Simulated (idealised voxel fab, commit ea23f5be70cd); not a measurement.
This is a process module. Its name is voxel double patterning.
In the cross-section labelled cut, the width is 260 nm and each square cell is 5 nm.
When this document writes out a cross-section, it uses a grid of square cells and lists it as bands, beginning at the top and moving down, with a band standing for one or more rows of cells.
First you get the band's top height and its bottom height, in nm, and then the materials it's made of, left to right, with each width in nm. If you see a single material with "everywhere", that one covers the band edge to edge. "blank" is empty space.
Height is counted from the level 0, under which the received wafer is composed throughout of one material. The lowest of the bands is not closed at the bottom but continues downward, in the notation "top 0, no bottom".
With a width like "30..40", each row of cells in the band differs from the next by the same amount, the top row carrying the first number and the bottom row the second.
You'll sometimes find "remained unchanged" written for a step, and that's the way of saying that nowhere in the cross-section did a cell change during that step.
"Enclosed empty spaces" lists enclosed empty spaces (at least 8 cells, no open path upward to the top), each as width x height at distance from the left edge, in nm.
Post-settings text on a step line: simulator's own remark regarding the step.
overlay nm: where the mask lay relative to plan, measured to the right, on steps with a mask; negatives go left.

## List of planned process steps
| 1 | RECEIVE (material Si) |
| 2 | CONFORMAL_DEP (material SiO2; thk nm 10) |
| 3 | DIRECTIONAL_DEP (material TiN; thk nm 15) |
| 4 | DIRECTIONAL_DEP (material SiCN; thk nm 5) |
| 5 | MASKED_ETCH (tone open; mask id FIRST; width nm 15; pitch nm 50; etch materials SiCN; depth nm 5; overlay nm 0) |
| 6 | DIRECTIONAL_DEP (material aC; thk nm 15) |
| 7 | PATTERN (tone open; mask id SECOND; material resist; width nm 15; pitch nm 50; thk nm 35; overlay nm 0) |
| 8 | DIRECTIONAL_ETCH (etch materials aC; depth nm 15) |
| 9 | STRIP (etch materials resist) |
| 10 | DIRECTIONAL_ETCH (etch materials SiCN; depth nm 5) |
| 11 | STRIP (etch materials aC) |
| 12 | DIRECTIONAL_ETCH (etch materials TiN; depth nm 15) |
| 13 | STRIP (etch materials SiCN) |

## Step 1 complete: cross-section of the wafer as received
* top 0, no bottom = Si everywhere
* Enclosed empty spaces: none

## End-of-module XS, first of two wafers, run as planned
* top 25, bottom 10 = 70 TiN / 15 blank / 10 TiN / 15 blank / 10 TiN / 15 blank / 10 TiN / 15 blank / 10 TiN / 15 blank / 75 TiN
* top 10, bottom 0 = SiO2 everywhere
* top 0, no bottom = Si everywhere
* Enclosed empty spaces: none

## Second wafer cross-section at end of module - shared start and plan with the first, one mistake in the run
* top 15, bottom 0 = 70 TiN / 15 blank / 10 TiN / 15 blank / 10 TiN / 15 blank / 10 TiN / 15 blank / 10 TiN / 15 blank / 75 TiN
* top 0, no bottom = Si everywhere
* Enclosed empty spaces: none
what went wrong: the plan's step 2 was left out and never carried out
Upon completion, the second wafer contains, in terms of cells, a greater or smaller amount of certain materials than the first wafer: SiO2: 104 fewer
